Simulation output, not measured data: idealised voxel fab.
process module | voxel double patterning
cross-section cut | 240 nm wide | cells 5 nm
A cross-section is a grid of square cells, given in bands from the top down. A band is one or more rows of cells.
Each band's line starts with the height of the band's top and of its bottom, in nm. Then come its materials from left to right, each with its width in nm. One material with "throughout" fills the band from edge to edge. "air" is empty space.
Height 0 is the level under which the wafer as received is all one material. The lowest band goes on downwards, as in "0 down".
A width such as "30 to 40" changes by the same amount from each row of cells to the next, from the band's top row to its bottom row.
"no change" after a step means that no cell of the cross-section changed.
closed voids: empty space of 8 cells or more with no open way to the top, each as width x height at its distance from the left edge, in nm
after a step's settings: what the simulator itself notes on the step
overlay nm, on a step with a mask: how far to the right of its planned place the mask lay; to the left if negative
plan
1 op RECEIVE | material Si
2 op CONFORMAL_DEP | material SiO2 | thk nm 10
3 op DIRECTIONAL_DEP | material W | thk nm 15
4 op DIRECTIONAL_DEP | material SiCN | thk nm 5
5 op PATTERN | tone open | mask id FIRST | material resist | width nm 15 | pitch nm 50 | thk nm 15 | overlay nm 0
6 op DIRECTIONAL_ETCH | etch materials SiCN | depth nm 5
7 op STRIP | etch materials resist
8 op DIRECTIONAL_DEP | material aC | thk nm 10
9 op PATTERN | tone open | mask id SECOND | material resist | width nm 15 | thk nm 30 | overlay nm 0
10 op DIRECTIONAL_ETCH | etch materials aC | depth nm 10
11 op STRIP | etch materials resist
12 op DIRECTIONAL_ETCH | etch materials SiCN | depth nm 5
13 op STRIP | etch materials aC
14 op DIRECTIONAL_ETCH | etch materials W | depth nm 15
15 op STRIP | etch materials SiCN
as received, after step 1
  0 down: Si throughout
  closed voids: none
a wafer at the end: this start, this plan, one mistake
  40 to 25: W 85 | air 15 | W 10 | air 15 | W 10 | air 15 | W 90
  25 to 10: W throughout
  10 to 0: SiO2 throughout
  0 down: Si throughout
  closed voids: none
what went wrong: step 3 was run twice
